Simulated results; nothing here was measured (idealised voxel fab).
voxel transistor to metal: a process module
Each square cell in cross-section cut measures 5 nm, and the section as a whole is 155 nm wide.
This document writes a cross-section as a grid whose cells are square, and gives it as bands, listed from the top down; one or more rows of cells form a band.
Quick guide to a band line: top height, bottom height (nm) up front; then every material left to right with its width in nm. Only one material and it's marked "everywhere"? Then it fills the band edge to edge. And "air" just means empty space.
The reference from which all heights are counted is 0, the level beneath which the as-received wafer is entirely one material; the lowest band, having no lower bound, proceeds downward and is written after the example "0 down".
Top row gets the first number, bottom row gets the second, and each row in between changes by the same step: that is how a band width like "30 to 40" works.
A step reported as "no modification" is a step in which no cell of the cross-section changed.
The list in "Tabulated closed voids" covers empty spaces of 8 cells or more that cannot reach the top through any open way, and it gives each as width x height at distance; the distance is from the left edge, and width, height and distance are in nm.
On each step's line, the part that comes after the settings is the simulator's own comment on the step.
overlay nm: right-of-plan distance of the mask on a masked step; negative values mean left-of-plan.
Intended process steps:
| 1 | op RECEIVE | material Si |
| 2 | op OXIDIZE | depth nm 5 |
| 3 | op CONFORMAL_DEP | material SiN | thk nm 15 |
| 4 | op MASKED_ETCH | tone cover | mask id ACTIVE | width nm 95 | etch materials SiN | depth nm 15 | overlay nm 0 |
| 5 | op MASKED_ETCH | tone cover | mask id ACTIVE | width nm 95 | etch materials SiO2 | depth nm 5 | overlay nm 0 |
| 6 | op MASKED_ETCH | tone cover | mask id ACTIVE | width nm 95 | etch materials Si | depth nm 25 | overlay nm 0 |
| 7 | op OXIDIZE | depth nm 5 |
| 8 | op FILL_DEP | material SiO2 | thk nm 5 |
| 9 | op CMP | height nm 15 |
| 10 | op SELECTIVE_ETCH | etch materials SiO2 | depth nm 10 |
| 11 | op STRIP | etch materials SiN |
| 12 | op SELECTIVE_ETCH | etch materials SiO2 | depth nm 5 |
| 13 | op OXIDIZE | depth nm 5 |
| 14 | op DIRECTIONAL_DEP | material polySi | thk nm 20 |
| 15 | op DIRECTIONAL_DEP | material SiCN | thk nm 10 |
| 16 | op MASKED_ETCH | tone cover | mask id GATE | width nm 15 | etch materials SiCN | depth nm 20 | overlay nm 0 |
| 17 | op MASKED_ETCH | tone cover | mask id GATE | width nm 15 | etch materials polySi | depth nm 30 | overlay nm 0 |
| 18 | op CONFORMAL_DEP | material SiO2 | thk nm 5 |
| 19 | op DIRECTIONAL_ETCH | etch materials SiO2 | depth nm 5 |
| 20 | op CONFORMAL_DEP | material SiN | thk nm 10 |
| 21 | op DIRECTIONAL_ETCH | etch materials SiN | depth nm 10 |
| 22 | op DIRECTIONAL_ETCH | etch materials SiO2 | depth nm 5 |
| 23 | op DIRECTIONAL_ETCH | etch materials Si | depth nm 15 |
| 24 | op EPI | material pSi | thk nm 20 |
| 25 | op FILL_DEP | material SiO2 | thk nm 10 |
| 26 | op CMP | height nm 25 |
| 27 | op DIRECTIONAL_DEP | material SiO2 | thk nm 15 |
| 28 | op PATTERN | tone open | mask id CONTACT | material resist | width nm 20 | pitch nm 65 | thk nm 15 | overlay nm 0 |
| 29 | op DIRECTIONAL_ETCH | etch materials SiO2 | depth nm 30 |
| 30 | op STRIP | etch materials resist |
| 31 | op CONFORMAL_DEP | material TiN | thk nm 5 |
| 32 | op FILL_DEP | material W | thk nm 5 |
| 33 | op CMP | height nm 40 |
| 34 | op DIRECTIONAL_DEP | material TiN | thk nm 5 |
| 35 | op DIRECTIONAL_DEP | material Ru | thk nm 25 |
| 36 | op PATTERN | tone cover | mask id METAL_1 | material resist | width nm 20 | pitch nm 65 | thk nm 15 | overlay nm 0 |
| 37 | op DIRECTIONAL_ETCH | etch materials Ru | depth nm 25 |
| 38 | op DIRECTIONAL_ETCH | etch materials TiN | depth nm 5 |
| 39 | op STRIP | etch materials resist |
| 40 | op FILL_DEP | material lowk | thk nm 10 |
| 41 | op CMP | height nm 70 |
| 42 | op CONFORMAL_DEP | material SiCN | thk nm 5 |
| 43 | op DIRECTIONAL_DEP | material SiO2 | thk nm 35 |
| 44 | op MASKED_ETCH | tone open | mask id METAL_2_HOLES | width nm 15 | pitch nm 65 | etch materials SiO2 | depth nm 35 | overlay nm 0 |
| 45 | op PATTERN | tone open | mask id METAL_2 | material resist | width nm 20 | pitch nm 65 | thk nm 20 | overlay nm 0 |
| 46 | op DIRECTIONAL_ETCH | etch materials SiO2 | depth nm 20 |
| 47 | op DIRECTIONAL_ETCH | etch materials SiCN | depth nm 5 |
| 48 | op STRIP | etch materials resist |
| 49 | op CONFORMAL_DEP | material TiN | thk nm 5 |
| 50 | op FILL_DEP | material Ru | thk nm 5 |
| 51 | op CMP | height nm 110 |
| 52 | op CONFORMAL_DEP | material SiCN | thk nm 5 |
Delivered wafer in cross-section: state after step 1:
* 0 down  Si everywhere
* Tabulated closed voids: none
Here's the wafer cut in cross-section after the module, started and planned just like above, except one thing was done wrong in the run:
* 115 to 110  TiN everywhere
* 110 to 95  SiO2 (35), TiN (5), Ru (10), TiN (5), SiO2 (45), TiN (5), Ru (10), TiN (5), SiO2 (35)
* 95 to 90  SiO2 (35), TiN (5), Ru (5), TiN (10), SiO2 (45), TiN (5), Ru (5), TiN (10), SiO2 (35)
* 90 to 75  SiO2 (35), TiN (5), Ru (5), TiN (5), SiO2 (50), TiN (5), Ru (5), TiN (5), SiO2 (40)
* 75 to 70  SiCN (35), TiN (15), SiCN (50), TiN (15), SiCN (40)
* 70 to 45  lowk (35), Ru (20), lowk (45), Ru (20), lowk (35)
* 45 to 40  lowk (35), TiN (20), lowk (45), TiN (20), lowk (35)
* 40 to 25  SiO2 (35), TiN (5), W (10), TiN (5), SiO2 (45), TiN (5), W (10), TiN (5), SiO2 (35)
* 25 to 15  SiO2 (35), TiN (5), W (10), TiN (5), SiN (10), SiO2 (5), SiCN (15), SiO2 (5), SiN (10), TiN (5), W (10), TiN (5), SiO2 (35)
* 15 to 10  SiO2 (35), TiN (20), SiN (10), SiO2 (5), polySi (15), SiO2 (5), SiN (10), TiN (20), SiO2 (35)
* 10 to 0  SiO2 (30), pSi (25), SiN (10), SiO2 (5), polySi (15), SiO2 (5), SiN (10), pSi (25), SiO2 (30)
* 0 to -5  SiO2 (30), SiN (10), pSi (15), SiN (10), SiO2 (5), polySi (15), SiO2 (5), SiN (10), pSi (15), SiN (10), SiO2 (30)
* -5 to -10  SiO2 (40), pSi (15), SiO2 (45), pSi (15), SiO2 (40)
* -10 to -25  SiO2 (35), Si (5), pSi (15), Si (45), pSi (15), Si (5), SiO2 (35)
* -25 to -35  SiO2 (35), Si (85), SiO2 (35)
* -35 down  Si everywhere
* Tabulated closed voids: none
Heads up, the wafer didn't run the way we planned it: so step 52 ended up running with a different setting than we planned, it ran as op CONFORMAL_DEP | material TiN | thk nm 5
